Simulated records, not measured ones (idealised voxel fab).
process module | voxel transistor to metal
cross-section cut | 290 nm wide | cells 5 nm
A cross-section is a grid of square cells, given in bands from the top down. A band is one or more rows of cells.
Each band's line starts with the height of the band's top and of its bottom, in nm. Then come its materials from left to right, each with its width in nm. One material with "throughout" fills the band from edge to edge. "air" is empty space.
Height 0 is the level under which the wafer as received is all one material. The lowest band goes on downwards, as in "0 down".
A width such as "30 to 40" changes by the same amount from each row of cells to the next, from the band's top row to its bottom row.
"no change" after a step means that no cell of the cross-section changed.
closed voids: empty space of 8 cells or more with no open way to the top, each as width x height at its distance from the left edge, in nm
after a step's settings: what the simulator itself notes on the step
overlay nm, on a step with a mask: how far to the right of its planned place the mask lay; to the left if negative
Each pair below shows a cross-section before one step and the cross-section after it, down to the lowest band that changed. The line under each pair gives the step between them, with its settings. The pairs can come from different runs of this module on the same starting wafer, so a pair continues from the pair above only where its "before" says so.
before
  45 to 30: air 45 | SiN 10 | SiO2 5 | SiCN 25 | SiO2 5 | SiN 10 | air 85 | SiN 10 | SiO2 5 | SiCN 25 | SiO2 5 | SiN 10 | air 50
  30 to 0: air 45 | SiN 10 | SiO2 5 | polySi 25 | SiO2 5 | SiN 10 | air 85 | SiN 10 | SiO2 5 | polySi 25 | SiO2 5 | SiN 10 | air 50
  0 to -5: SiO2 15 | SiN 10 | air 20 | SiN 10 | SiO2 5 | polySi 25 | SiO2 5 | SiN 10 | air 20 | SiN 10 | SiO2 25 | SiN 10 | air 20 | SiN 10 | SiO2 5 | polySi 25 | SiO2 5 | SiN 10 | air 20 | SiN 10 | SiO2 20
  -5 to -10: SiO2 throughout
  -10 to -25: SiO2 15 | Si 115 | SiO2 25 | Si 115 | SiO2 20
  -25 down: Si throughout
  closed voids: none
after
  45 to 40: air 45 | SiN 10 | air 5 | SiCN 25 | air 5 | SiN 10 | air 85 | SiN 10 | air 5 | SiCN 25 | air 5 | SiN 10 | air 50
  40 to 30: air 45 | SiN 10 | SiO2 5 | SiCN 25 | SiO2 5 | SiN 10 | air 85 | SiN 10 | SiO2 5 | SiCN 25 | SiO2 5 | SiN 10 | air 50
  30 to 0: air 45 | SiN 10 | SiO2 5 | polySi 25 | SiO2 5 | SiN 10 | air 85 | SiN 10 | SiO2 5 | polySi 25 | SiO2 5 | SiN 10 | air 50
  0 to -5: air 15 | SiN 10 | air 20 | SiN 10 | SiO2 5 | polySi 25 | SiO2 5 | SiN 10 | air 20 | SiN 10 | air 25 | SiN 10 | air 20 | SiN 10 | SiO2 5 | polySi 25 | SiO2 5 | SiN 10 | air 20 | SiN 10 | air 20
  -5 to -10: SiO2 25 | air 20 | SiO2 55 | air 20 | SiO2 45 | air 20 | SiO2 55 | air 20 | SiO2 30
  below -10: unchanged
  closed voids: none
the step between: op DIRECTIONAL_ETCH | etch materials SiO2 | depth nm 5
before: the cross-section after the pair above
after
  45 to 40: air 45 | SiN 10 | air 5 | SiCN 25 | air 5 | SiN 10 | air 85 | SiN 10 | air 5 | SiCN 25 | air 5 | SiN 10 | air 50
  40 to 30: air 45 | SiN 10 | SiO2 5 | SiCN 25 | SiO2 5 | SiN 10 | air 85 | SiN 10 | SiO2 5 | SiCN 25 | SiO2 5 | SiN 10 | air 50
  30 to 0: air 45 | SiN 10 | SiO2 5 | polySi 25 | SiO2 5 | SiN 10 | air 85 | SiN 10 | SiO2 5 | polySi 25 | SiO2 5 | SiN 10 | air 50
  0 to -5: air 15 | SiN 10 | air 20 | SiN 10 | SiO2 5 | polySi 25 | SiO2 5 | SiN 10 | air 20 | SiN 10 | air 25 | SiN 10 | air 20 | SiN 10 | SiO2 5 | polySi 25 | SiO2 5 | SiN 10 | air 20 | SiN 10 | air 20
  -5 to -10: SiO2 25 | air 20 | SiO2 55 | air 20 | SiO2 45 | air 20 | SiO2 55 | air 20 | SiO2 30
  -10 to -25: SiO2 15 | Si 10 | air 20 | Si 55 | air 20 | Si 10 | SiO2 25 | Si 10 | air 20 | Si 55 | air 20 | Si 10 | SiO2 20
  below -25: unchanged
  closed voids: none
the step between: op DIRECTIONAL_ETCH | etch materials Si | depth nm 15
before: the cross-section after the pair above
after
  45 to 40: air 45 | SiN 10 | air 5 | SiCN 25 | air 5 | SiN 10 | air 85 | SiN 10 | air 5 | SiCN 25 | air 5 | SiN 10 | air 50
  40 to 30: air 45 | SiN 10 | SiO2 5 | SiCN 25 | SiO2 5 | SiN 10 | air 85 | SiN 10 | SiO2 5 | SiCN 25 | SiO2 5 | SiN 10 | air 50
  30 to 5: air 45 | SiN 10 | SiO2 5 | polySi 25 | SiO2 5 | SiN 10 | air 85 | SiN 10 | SiO2 5 | polySi 25 | SiO2 5 | SiN 10 | air 50
  5 to 0: air 20 | SiGe 25 | SiN 10 | SiO2 5 | polySi 25 | SiO2 5 | SiN 10 | SiGe 25 | air 35 | SiGe 25 | SiN 10 | SiO2 5 | polySi 25 | SiO2 5 | SiN 10 | SiGe 25 | air 25
  0 to -5: air 15 | SiN 10 | SiGe 20 | SiN 10 | SiO2 5 | polySi 25 | SiO2 5 | SiN 10 | SiGe 20 | SiN 10 | air 25 | SiN 10 | SiGe 20 | SiN 10 | SiO2 5 | polySi 25 | SiO2 5 | SiN 10 | SiGe 20 | SiN 10 | air 20
  -5 to -10: SiO2 25 | SiGe 20 | SiO2 55 | SiGe 20 | SiO2 45 | SiGe 20 | SiO2 55 | SiGe 20 | SiO2 30
  -10 to -25: SiO2 15 | Si 10 | SiGe 20 | Si 55 | SiGe 20 | Si 10 | SiO2 25 | Si 10 | SiGe 20 | Si 55 | SiGe 20 | Si 10 | SiO2 20
  below -25: unchanged
  closed voids: none
the step between: op EPI | material SiGe | thk nm 15
before: the cross-section after the pair above
after
  50 to 45: SiO2 throughout
  45 to 30: SiO2 45 | SiN 10 | SiO2 5 | SiCN 25 | SiO2 5 | SiN 10 | SiO2 85 | SiN 10 | SiO2 5 | SiCN 25 | SiO2 5 | SiN 10 | SiO2 50
  30 to 5: SiO2 45 | SiN 10 | SiO2 5 | polySi 25 | SiO2 5 | SiN 10 | SiO2 85 | SiN 10 | SiO2 5 | polySi 25 | SiO2 5 | SiN 10 | SiO2 50
  5 to 0: SiO2 20 | SiGe 25 | SiN 10 | SiO2 5 | polySi 25 | SiO2 5 | SiN 10 | SiGe 25 | SiO2 35 | SiGe 25 | SiN 10 | SiO2 5 | polySi 25 | SiO2 5 | SiN 10 | SiGe 25 | SiO2 25
  0 to -5: SiO2 15 | SiN 10 | SiGe 20 | SiN 10 | SiO2 5 | polySi 25 | SiO2 5 | SiN 10 | SiGe 20 | SiN 10 | SiO2 25 | SiN 10 | SiGe 20 | SiN 10 | SiO2 5 | polySi 25 | SiO2 5 | SiN 10 | SiGe 20 | SiN 10 | SiO2 20
  below -5: unchanged
  closed voids: none
the step between: op FILL_DEP | material SiO2 | thk nm 5
before: the cross-section after the pair above
after
  40 to 30: SiO2 45 | SiN 10 | SiO2 5 | SiCN 25 | SiO2 5 | SiN 10 | SiO2 85 | SiN 10 | SiO2 5 | SiCN 25 | SiO2 5 | SiN 10 | SiO2 50
  below 30: unchanged
  closed voids: none
the step between: op CMP | height nm 40
before: the cross-section after the pair above
after
  55 to 40: SiO2 throughout
  below 40: unchanged
  closed voids: none
the step between: op DIRECTIONAL_DEP | material SiO2 | thk nm 15
before: the cross-section after the pair above
after
  55 to 40: SiO2 25 | air 30 | SiO2 35 | air 30 | SiO2 45 | air 30 | SiO2 35 | air 30 | SiO2 30
  40 to 30: SiO2 25 | air 20 | SiN 10 | SiO2 5 | SiCN 25 | SiO2 5 | SiN 10 | air 20 | SiO2 45 | air 20 | SiN 10 | SiO2 5 | SiCN 25 | SiO2 5 | SiN 10 | air 20 | SiO2 30
  30 to 5: SiO2 25 | air 20 | SiN 10 | SiO2 5 | polySi 25 | SiO2 5 | SiN 10 | air 20 | SiO2 45 | air 20 | SiN 10 | SiO2 5 | polySi 25 | SiO2 5 | SiN 10 | air 20 | SiO2 30
  below 5: unchanged
  closed voids: none
the step between: op MASKED_ETCH | tone open | mask id CONTACT | width nm 30 | etch materials SiO2 | depth nm 50 | overlay nm 0
before: the cross-section after the pair above
after
  60 to 55: TiN 30 | air 20 | TiN 45 | air 20 | TiN 55 | air 20 | TiN 45 | air 20 | TiN 35
  55 to 45: SiO2 25 | TiN 5 | air 20 | TiN 5 | SiO2 35 | TiN 5 | air 20 | TiN 5 | SiO2 45 | TiN 5 | air 20 | TiN 5 | SiO2 35 | TiN 5 | air 20 | TiN 5 | SiO2 30
  45 to 40: SiO2 25 | TiN 5 | air 10 | TiN 15 | SiO2 35 | TiN 15 | air 10 | TiN 5 | SiO2 45 | TiN 5 | air 10 | TiN 15 | SiO2 35 | TiN 15 | air 10 | TiN 5 | SiO2 30
  40 to 30: SiO2 25 | TiN 5 | air 10 | TiN 5 | SiN 10 | SiO2 5 | SiCN 25 | SiO2 5 | SiN 10 | TiN 5 | air 10 | TiN 5 | SiO2 45 | TiN 5 | air 10 | TiN 5 | SiN 10 | SiO2 5 | SiCN 25 | SiO2 5 | SiN 10 | TiN 5 | air 10 | TiN 5 | SiO2 30
  30 to 10: SiO2 25 | TiN 5 | air 10 | TiN 5 | SiN 10 | SiO2 5 | polySi 25 | SiO2 5 | SiN 10 | TiN 5 | air 10 | TiN 5 | SiO2 45 | TiN 5 | air 10 | TiN 5 | SiN 10 | SiO2 5 | polySi 25 | SiO2 5 | SiN 10 | TiN 5 | air 10 | TiN 5 | SiO2 30
  10 to 5: SiO2 25 | TiN 20 | SiN 10 | SiO2 5 | polySi 25 | SiO2 5 | SiN 10 | TiN 20 | SiO2 45 | TiN 20 | SiN 10 | SiO2 5 | polySi 25 | SiO2 5 | SiN 10 | TiN 20 | SiO2 30
  below 5: unchanged
  closed voids: none
the step between: op CONFORMAL_DEP | material TiN | thk nm 5
before: the cross-section after the pair above
after
  65 to 60: W throughout
  60 to 55: TiN 30 | W 20 | TiN 45 | W 20 | TiN 55 | W 20 | TiN 45 | W 20 | TiN 35
  55 to 45: SiO2 25 | TiN 5 | W 20 | TiN 5 | SiO2 35 | TiN 5 | W 20 | TiN 5 | SiO2 45 | TiN 5 | W 20 | TiN 5 | SiO2 35 | TiN 5 | W 20 | TiN 5 | SiO2 30
  45 to 40: SiO2 25 | TiN 5 | W 10 | TiN 15 | SiO2 35 | TiN 15 | W 10 | TiN 5 | SiO2 45 | TiN 5 | W 10 | TiN 15 | SiO2 35 | TiN 15 | W 10 | TiN 5 | SiO2 30
  40 to 30: SiO2 25 | TiN 5 | W 10 | TiN 5 | SiN 10 | SiO2 5 | SiCN 25 | SiO2 5 | SiN 10 | TiN 5 | W 10 | TiN 5 | SiO2 45 | TiN 5 | W 10 | TiN 5 | SiN 10 | SiO2 5 | SiCN 25 | SiO2 5 | SiN 10 | TiN 5 | W 10 | TiN 5 | SiO2 30
  30 to 10: SiO2 25 | TiN 5 | W 10 | TiN 5 | SiN 10 | SiO2 5 | polySi 25 | SiO2 5 | SiN 10 | TiN 5 | W 10 | TiN 5 | SiO2 45 | TiN 5 | W 10 | TiN 5 | SiN 10 | SiO2 5 | polySi 25 | SiO2 5 | SiN 10 | TiN 5 | W 10 | TiN 5 | SiO2 30
  below 10: unchanged
  closed voids: none
the step between: op FILL_DEP | material W | thk nm 5
before: the cross-section after the pair above
after
  55 to 45: SiO2 25 | TiN 5 | W 20 | TiN 5 | SiO2 35 | TiN 5 | W 20 | TiN 5 | SiO2 45 | TiN 5 | W 20 | TiN 5 | SiO2 35 | TiN 5 | W 20 | TiN 5 | SiO2 30
  below 45: unchanged
  closed voids: none
the step between: op CMP | height nm 55
before: the cross-section after the pair above
after
  60 to 55: SiN throughout
  below 55: unchanged
  closed voids: none
the step between: op CONFORMAL_DEP | material SiN | thk nm 5
before: the cross-section after the pair above
after
  75 to 60: lowk throughout
  below 60: unchanged
  closed voids: none
the step between: op DIRECTIONAL_DEP | material lowk | thk nm 15
before: the cross-section after the pair above
after
  75 to 60: lowk 25 | air 20 | lowk 55 | air 20 | lowk 45 | air 20 | lowk 55 | air 20 | lowk 30
  below 60: unchanged
  closed voids: none
the step between: op MASKED_ETCH | tone open | mask id METAL_1 | width nm 20 | etch materials lowk | depth nm 15 | overlay nm 0
before: the cross-section after the pair above
after
  75 to 60: lowk 25 | air 20 | lowk 55 | air 20 | lowk 45 | air 20 | lowk 55 | air 20 | lowk 30
  60 to 55: SiN 25 | air 20 | SiN 55 | air 20 | SiN 45 | air 20 | SiN 55 | air 20 | SiN 30
  below 55: unchanged
  closed voids: none
the step between: op MASKED_ETCH | tone open | mask id METAL_1 | width nm 20 | etch materials SiN | depth nm 5 | overlay nm 0
before: the cross-section after the pair above
after
  80 to 75: TiN 30 | air 10 | TiN 65 | air 10 | TiN 55 | air 10 | TiN 65 | air 10 | TiN 35
  75 to 60: lowk 25 | TiN 5 | air 10 | TiN 5 | lowk 55 | TiN 5 | air 10 | TiN 5 | lowk 45 | TiN 5 | air 10 | TiN 5 | lowk 55 | TiN 5 | air 10 | TiN 5 | lowk 30
  60 to 55: SiN 25 | TiN 20 | SiN 55 | TiN 20 | SiN 45 | TiN 20 | SiN 55 | TiN 20 | SiN 30
  below 55: unchanged
  closed voids: none
the step between: op CONFORMAL_DEP | material TiN | thk nm 5
before: the cross-section after the pair above
after
  90 to 80: Cu throughout
  80 to 75: TiN 30 | Cu 10 | TiN 65 | Cu 10 | TiN 55 | Cu 10 | TiN 65 | Cu 10 | TiN 35
  75 to 60: lowk 25 | TiN 5 | Cu 10 | TiN 5 | lowk 55 | TiN 5 | Cu 10 | TiN 5 | lowk 45 | TiN 5 | Cu 10 | TiN 5 | lowk 55 | TiN 5 | Cu 10 | TiN 5 | lowk 30
  below 60: unchanged
  closed voids: none
the step between: op FILL_DEP | material Cu | thk nm 10
before: the cross-section after the pair above
after
  75 to 60: lowk 25 | TiN 5 | Cu 10 | TiN 5 | lowk 55 | TiN 5 | Cu 10 | TiN 5 | lowk 45 | TiN 5 | Cu 10 | TiN 5 | lowk 55 | TiN 5 | Cu 10 | TiN 5 | lowk 30
  below 60: unchanged
  closed voids: none
the step between: op CMP | height nm 75
before: the cross-section after the pair above
after
  80 to 75: air 20 | Ru 30 | air 45 | Ru 30 | air 35 | Ru 30 | air 45 | Ru 30 | air 25
  below 75: unchanged
  closed voids: none
the step between: op EPI | material Ru | thk nm 5
before: the cross-section after the pair above
after
  85 to 80: SiCN throughout
  80 to 75: SiCN 20 | Ru 30 | SiCN 45 | Ru 30 | SiCN 35 | Ru 30 | SiCN 45 | Ru 30 | SiCN 25
  below 75: unchanged
  closed voids: none
the step between: op FILL_DEP | material SiCN | thk nm 5
before
  55 to 50: aC 10 | air 125 | aC 15 | air 125 | aC 15
  50 to 45: aC throughout
  45 to 40: SiCN 10 | aC 125 | SiCN 15 | aC 125 | SiCN 15
  40 to 30: SiCN throughout
  30 to 25: polySi 10 | SiCN 125 | polySi 15 | SiCN 125 | polySi 15
  25 to 0: polySi throughout
  0 to -5: SiO2 10 | polySi 125 | SiO2 15 | polySi 125 | SiO2 15
  -5 to -10: SiO2 throughout
  -10 to -25: SiO2 15 | Si 115 | SiO2 25 | Si 115 | SiO2 20
  -25 down: Si throughout
  closed voids: none
after
  80 to 55: air 65 | resist 20 | air 120 | resist 20 | air 65
  55 to 50: aC 10 | air 55 | resist 20 | air 50 | aC 15 | air 55 | resist 20 | air 50 | aC 15
  below 50: unchanged
  closed voids: none
the step between: op PATTERN | tone cover | mask id GATE | material resist | width nm 20 | pitch nm 140 | thk nm 25 | overlay nm 0
before: the cross-section after the pair above
after
  70 to 50: air 65 | resist 20 | air 120 | resist 20 | air 65
  50 to 45: air 65 | aC 20 | air 120 | aC 20 | air 65
  45 to 40: SiCN 10 | air 55 | aC 20 | air 50 | SiCN 15 | air 55 | aC 20 | air 50 | SiCN 15
  below 40: unchanged
  closed voids: none
the step between: op DIRECTIONAL_ETCH | etch materials aC | depth nm 10
before: the cross-section after the pair above
after
  50 to 45: air 65 | aC 20 | air 120 | aC 20 | air 65
  below 45: unchanged
  closed voids: none
the step between: op STRIP | etch materials resist
before: the cross-section after the pair above
after
  50 to 40: air 65 | aC 20 | air 120 | aC 20 | air 65
  40 to 30: air 65 | SiCN 20 | air 120 | SiCN 20 | air 65
  30 to 25: polySi 10 | air 55 | SiCN 20 | air 50 | polySi 15 | air 55 | SiCN 20 | air 50 | polySi 15
  below 25: unchanged
  closed voids: none
the step between: op DIRECTIONAL_ETCH | etch materials SiCN | depth nm 25
before: the cross-section after the pair above
after
  50 to 40: air 65 | aC 20 | air 120 | aC 20 | air 65
  40 to 25: air 65 | SiCN 20 | air 120 | SiCN 20 | air 65
  25 to 0: air 65 | polySi 20 | air 120 | polySi 20 | air 65
  0 to -5: SiO2 10 | air 55 | polySi 20 | air 50 | SiO2 15 | air 55 | polySi 20 | air 50 | SiO2 15
  below -5: unchanged
  closed voids: none
the step between: op DIRECTIONAL_ETCH | etch materials polySi | depth nm 40
before: the cross-section after the pair above
after
  40 to 25: air 65 | SiCN 20 | air 120 | SiCN 20 | air 65
  below 25: unchanged
  closed voids: none
the step between: op STRIP | etch materials aC
before: the cross-section after the pair above
after
  45 to 40: air 60 | SiO2 30 | air 110 | SiO2 30 | air 60
  40 to 25: air 60 | SiO2 5 | SiCN 20 | SiO2 5 | air 110 | SiO2 5 | SiCN 20 | SiO2 5 | air 60
  25 to 5: air 60 | SiO2 5 | polySi 20 | SiO2 5 | air 110 | SiO2 5 | polySi 20 | SiO2 5 | air 60
  5 to 0: SiO2 15 | air 45 | SiO2 5 | polySi 20 | SiO2 5 | air 40 | SiO2 25 | air 45 | SiO2 5 | polySi 20 | SiO2 5 | air 40 | SiO2 20
  0 to -5: SiO2 65 | polySi 20 | SiO2 120 | polySi 20 | SiO2 65
  below -5: unchanged
  closed voids: none
the step between: op CONFORMAL_DEP | material SiO2 | thk nm 5
before: the cross-section after the pair above
after
  40 to 25: air 60 | SiO2 5 | SiCN 20 | SiO2 5 | air 110 | SiO2 5 | SiCN 20 | SiO2 5 | air 60
  25 to 0: air 60 | SiO2 5 | polySi 20 | SiO2 5 | air 110 | SiO2 5 | polySi 20 | SiO2 5 | air 60
  0 to -5: SiO2 15 | air 45 | SiO2 5 | polySi 20 | SiO2 5 | air 40 | SiO2 25 | air 45 | SiO2 5 | polySi 20 | SiO2 5 | air 40 | SiO2 20
  below -5: unchanged
  closed voids: none
the step between: op DIRECTIONAL_ETCH | etch materials SiO2 | depth nm 5
before: the cross-section after the pair above
after
  50 to 40: air 50 | SiN 50 | air 90 | SiN 50 | air 50
  40 to 25: air 50 | SiN 10 | SiO2 5 | SiCN 20 | SiO2 5 | SiN 10 | air 90 | SiN 10 | SiO2 5 | SiCN 20 | SiO2 5 | SiN 10 | air 50
  25 to 10: air 50 | SiN 10 | SiO2 5 | polySi 20 | SiO2 5 | SiN 10 | air 90 | SiN 10 | SiO2 5 | polySi 20 | SiO2 5 | SiN 10 | air 50
  10 to 5: SiN 25 | air 25 | SiN 10 | SiO2 5 | polySi 20 | SiO2 5 | SiN 10 | air 20 | SiN 45 | air 25 | SiN 10 | SiO2 5 | polySi 20 | SiO2 5 | SiN 10 | air 20 | SiN 30
  5 to 0: SiN 60 | SiO2 5 | polySi 20 | SiO2 5 | SiN 110 | SiO2 5 | polySi 20 | SiO2 5 | SiN 60
  0 to -5: SiO2 15 | SiN 45 | SiO2 5 | polySi 20 | SiO2 5 | SiN 40 | SiO2 25 | SiN 45 | SiO2 5 | polySi 20 | SiO2 5 | SiN 40 | SiO2 20
  below -5: unchanged
  closed voids: none
the step between: op CONFORMAL_DEP | material SiN | thk nm 10
before: the cross-section after the pair above
after
  40 to 25: air 50 | SiN 10 | SiO2 5 | SiCN 20 | SiO2 5 | SiN 10 | air 90 | SiN 10 | SiO2 5 | SiCN 20 | SiO2 5 | SiN 10 | air 50
  25 to 0: air 50 | SiN 10 | SiO2 5 | polySi 20 | SiO2 5 | SiN 10 | air 90 | SiN 10 | SiO2 5 | polySi 20 | SiO2 5 | SiN 10 | air 50
  0 to -5: SiO2 15 | SiN 10 | air 25 | SiN 10 | SiO2 5 | polySi 20 | SiO2 5 | SiN 10 | air 20 | SiN 10 | SiO2 25 | SiN 10 | air 25 | SiN 10 | SiO2 5 | polySi 20 | SiO2 5 | SiN 10 | air 20 | SiN 10 | SiO2 20
  below -5: unchanged
  closed voids: none
the step between: op DIRECTIONAL_ETCH | etch materials SiN | depth nm 10
before: the cross-section after the pair above
after
  40 to 35: air 50 | SiN 10 | air 5 | SiCN 20 | air 5 | SiN 10 | air 90 | SiN 10 | air 5 | SiCN 20 | air 5 | SiN 10 | air 50
  35 to 25: air 50 | SiN 10 | SiO2 5 | SiCN 20 | SiO2 5 | SiN 10 | air 90 | SiN 10 | SiO2 5 | SiCN 20 | SiO2 5 | SiN 10 | air 50
  25 to 0: air 50 | SiN 10 | SiO2 5 | polySi 20 | SiO2 5 | SiN 10 | air 90 | SiN 10 | SiO2 5 | polySi 20 | SiO2 5 | SiN 10 | air 50
  0 to -5: air 15 | SiN 10 | air 25 | SiN 10 | SiO2 5 | polySi 20 | SiO2 5 | SiN 10 | air 20 | SiN 10 | air 25 | SiN 10 | air 25 | SiN 10 | SiO2 5 | polySi 20 | SiO2 5 | SiN 10 | air 20 | SiN 10 | air 20
  -5 to -10: SiO2 25 | air 25 | SiO2 50 | air 20 | SiO2 45 | air 25 | SiO2 50 | air 20 | SiO2 30
  below -10: unchanged
  closed voids: none
the step between: op DIRECTIONAL_ETCH | etch materials SiO2 | depth nm 5
before: the cross-section after the pair above
after
  40 to 35: air 50 | SiN 10 | air 5 | SiCN 20 | air 5 | SiN 10 | air 90 | SiN 10 | air 5 | SiCN 20 | air 5 | SiN 10 | air 50
  35 to 25: air 50 | SiN 10 | SiO2 5 | SiCN 20 | SiO2 5 | SiN 10 | air 90 | SiN 10 | SiO2 5 | SiCN 20 | SiO2 5 | SiN 10 | air 50
  25 to 0: air 50 | SiN 10 | SiO2 5 | polySi 20 | SiO2 5 | SiN 10 | air 90 | SiN 10 | SiO2 5 | polySi 20 | SiO2 5 | SiN 10 | air 50
  0 to -5: air 15 | SiN 10 | air 25 | SiN 10 | SiO2 5 | polySi 20 | SiO2 5 | SiN 10 | air 20 | SiN 10 | air 25 | SiN 10 | air 25 | SiN 10 | SiO2 5 | polySi 20 | SiO2 5 | SiN 10 | air 20 | SiN 10 | air 20
  -5 to -10: SiO2 25 | air 25 | SiO2 50 | air 20 | SiO2 45 | air 25 | SiO2 50 | air 20 | SiO2 30
  -10 to -25: SiO2 15 | Si 10 | air 25 | Si 50 | air 20 | Si 10 | SiO2 25 | Si 10 | air 25 | Si 50 | air 20 | Si 10 | SiO2 20
  below -25: unchanged
  closed voids: none
the step between: op DIRECTIONAL_ETCH | etch materials Si | depth nm 15
before: the cross-section after the pair above
after
  40 to 35: air 50 | SiN 10 | air 5 | SiCN 20 | air 5 | SiN 10 | air 90 | SiN 10 | air 5 | SiCN 20 | air 5 | SiN 10 | air 50
  35 to 25: air 50 | SiN 10 | SiO2 5 | SiCN 20 | SiO2 5 | SiN 10 | air 90 | SiN 10 | SiO2 5 | SiCN 20 | SiO2 5 | SiN 10 | air 50
  25 to 5: air 50 | SiN 10 | SiO2 5 | polySi 20 | SiO2 5 | SiN 10 | air 90 | SiN 10 | SiO2 5 | polySi 20 | SiO2 5 | SiN 10 | air 50
  5 to 0: air 20 | SiGe 30 | SiN 10 | SiO2 5 | polySi 20 | SiO2 5 | SiN 10 | SiGe 25 | air 35 | SiGe 30 | SiN 10 | SiO2 5 | polySi 20 | SiO2 5 | SiN 10 | SiGe 25 | air 25
  0 to -5: air 15 | SiN 10 | SiGe 25 | SiN 10 | SiO2 5 | polySi 20 | SiO2 5 | SiN 10 | SiGe 20 | SiN 10 | air 25 | SiN 10 | SiGe 25 | SiN 10 | SiO2 5 | polySi 20 | SiO2 5 | SiN 10 | SiGe 20 | SiN 10 | air 20
  -5 to -10: SiO2 25 | SiGe 25 | SiO2 50 | SiGe 20 | SiO2 45 | SiGe 25 | SiO2 50 | SiGe 20 | SiO2 30
  -10 to -25: SiO2 15 | Si 10 | SiGe 25 | Si 50 | SiGe 20 | Si 10 | SiO2 25 | Si 10 | SiGe 25 | Si 50 | SiGe 20 | Si 10 | SiO2 20
  below -25: unchanged
  closed voids: none
the step between: op EPI | material SiGe | thk nm 15
before: the cross-section after the pair above
after
  45 to 40: SiO2 throughout
  40 to 25: SiO2 50 | SiN 10 | SiO2 5 | SiCN 20 | SiO2 5 | SiN 10 | SiO2 90 | SiN 10 | SiO2 5 | SiCN 20 | SiO2 5 | SiN 10 | SiO2 50
  25 to 5: SiO2 50 | SiN 10 | SiO2 5 | polySi 20 | SiO2 5 | SiN 10 | SiO2 90 | SiN 10 | SiO2 5 | polySi 20 | SiO2 5 | SiN 10 | SiO2 50
  5 to 0: SiO2 20 | SiGe 30 | SiN 10 | SiO2 5 | polySi 20 | SiO2 5 | SiN 10 | SiGe 25 | SiO2 35 | SiGe 30 | SiN 10 | SiO2 5 | polySi 20 | SiO2 5 | SiN 10 | SiGe 25 | SiO2 25
  0 to -5: SiO2 15 | SiN 10 | SiGe 25 | SiN 10 | SiO2 5 | polySi 20 | SiO2 5 | SiN 10 | SiGe 20 | SiN 10 | SiO2 25 | SiN 10 | SiGe 25 | SiN 10 | SiO2 5 | polySi 20 | SiO2 5 | SiN 10 | SiGe 20 | SiN 10 | SiO2 20
  below -5: unchanged
  closed voids: none
the step between: op FILL_DEP | material SiO2 | thk nm 5
before: the cross-section after the pair above
after
  40 to 25: SiO2 50 | SiN 10 | SiO2 5 | SiCN 20 | SiO2 5 | SiN 10 | SiO2 90 | SiN 10 | SiO2 5 | SiCN 20 | SiO2 5 | SiN 10 | SiO2 50
  below 25: unchanged
  closed voids: none
the step between: op CMP | height nm 40
before: the cross-section after the pair above
after
  55 to 40: SiO2 throughout
  below 40: unchanged
  closed voids: none
the step between: op DIRECTIONAL_DEP | material SiO2 | thk nm 15
before: the cross-section after the pair above
after
  55 to 40: SiO2 25 | air 30 | SiO2 35 | air 30 | SiO2 45 | air 30 | SiO2 35 | air 30 | SiO2 30
  40 to 25: SiO2 25 | air 25 | SiN 10 | SiO2 5 | SiCN 20 | SiO2 5 | SiN 10 | air 20 | SiO2 45 | air 25 | SiN 10 | SiO2 5 | SiCN 20 | SiO2 5 | SiN 10 | air 20 | SiO2 30
  25 to 5: SiO2 25 | air 25 | SiN 10 | SiO2 5 | polySi 20 | SiO2 5 | SiN 10 | air 20 | SiO2 45 | air 25 | SiN 10 | SiO2 5 | polySi 20 | SiO2 5 | SiN 10 | air 20 | SiO2 30
  below 5: unchanged
  closed voids: none
the step between: op MASKED_ETCH | tone open | mask id CONTACT | width nm 30 | etch materials SiO2 | depth nm 50 | overlay nm 0
before: the cross-section after the pair above
after
  60 to 55: TiN 30 | air 20 | TiN 45 | air 20 | TiN 55 | air 20 | TiN 45 | air 20 | TiN 35
  55 to 45: SiO2 25 | TiN 5 | air 20 | TiN 5 | SiO2 35 | TiN 5 | air 20 | TiN 5 | SiO2 45 | TiN 5 | air 20 | TiN 5 | SiO2 35 | TiN 5 | air 20 | TiN 5 | SiO2 30
  45 to 40: SiO2 25 | TiN 5 | air 15 | TiN 10 | SiO2 35 | TiN 15 | air 10 | TiN 5 | SiO2 45 | TiN 5 | air 15 | TiN 10 | SiO2 35 | TiN 15 | air 10 | TiN 5 | SiO2 30
  40 to 25: SiO2 25 | TiN 5 | air 15 | TiN 5 | SiN 10 | SiO2 5 | SiCN 20 | SiO2 5 | SiN 10 | TiN 5 | air 10 | TiN 5 | SiO2 45 | TiN 5 | air 15 | TiN 5 | SiN 10 | SiO2 5 | SiCN 20 | SiO2 5 | SiN 10 | TiN 5 | air 10 | TiN 5 | SiO2 30
  25 to 10: SiO2 25 | TiN 5 | air 15 | TiN 5 | SiN 10 | SiO2 5 | polySi 20 | SiO2 5 | SiN 10 | TiN 5 | air 10 | TiN 5 | SiO2 45 | TiN 5 | air 15 | TiN 5 | SiN 10 | SiO2 5 | polySi 20 | SiO2 5 | SiN 10 | TiN 5 | air 10 | TiN 5 | SiO2 30
  10 to 5: SiO2 25 | TiN 25 | SiN 10 | SiO2 5 | polySi 20 | SiO2 5 | SiN 10 | TiN 20 | SiO2 45 | TiN 25 | SiN 10 | SiO2 5 | polySi 20 | SiO2 5 | SiN 10 | TiN 20 | SiO2 30
  below 5: unchanged
  closed voids: none
the step between: op CONFORMAL_DEP | material TiN | thk nm 5
before: the cross-section after the pair above
after
  65 to 60: W throughout
  60 to 55: TiN 30 | W 20 | TiN 45 | W 20 | TiN 55 | W 20 | TiN 45 | W 20 | TiN 35
  55 to 45: SiO2 25 | TiN 5 | W 20 | TiN 5 | SiO2 35 | TiN 5 | W 20 | TiN 5 | SiO2 45 | TiN 5 | W 20 | TiN 5 | SiO2 35 | TiN 5 | W 20 | TiN 5 | SiO2 30
  45 to 40: SiO2 25 | TiN 5 | W 15 | TiN 10 | SiO2 35 | TiN 15 | W 10 | TiN 5 | SiO2 45 | TiN 5 | W 15 | TiN 10 | SiO2 35 | TiN 15 | W 10 | TiN 5 | SiO2 30
  40 to 25: SiO2 25 | TiN 5 | W 15 | TiN 5 | SiN 10 | SiO2 5 | SiCN 20 | SiO2 5 | SiN 10 | TiN 5 | W 10 | TiN 5 | SiO2 45 | TiN 5 | W 15 | TiN 5 | SiN 10 | SiO2 5 | SiCN 20 | SiO2 5 | SiN 10 | TiN 5 | W 10 | TiN 5 | SiO2 30
  25 to 10: SiO2 25 | TiN 5 | W 15 | TiN 5 | SiN 10 | SiO2 5 | polySi 20 | SiO2 5 | SiN 10 | TiN 5 | W 10 | TiN 5 | SiO2 45 | TiN 5 | W 15 | TiN 5 | SiN 10 | SiO2 5 | polySi 20 | SiO2 5 | SiN 10 | TiN 5 | W 10 | TiN 5 | SiO2 30
  below 10: unchanged
  closed voids: none
the step between: op FILL_DEP | material W | thk nm 5
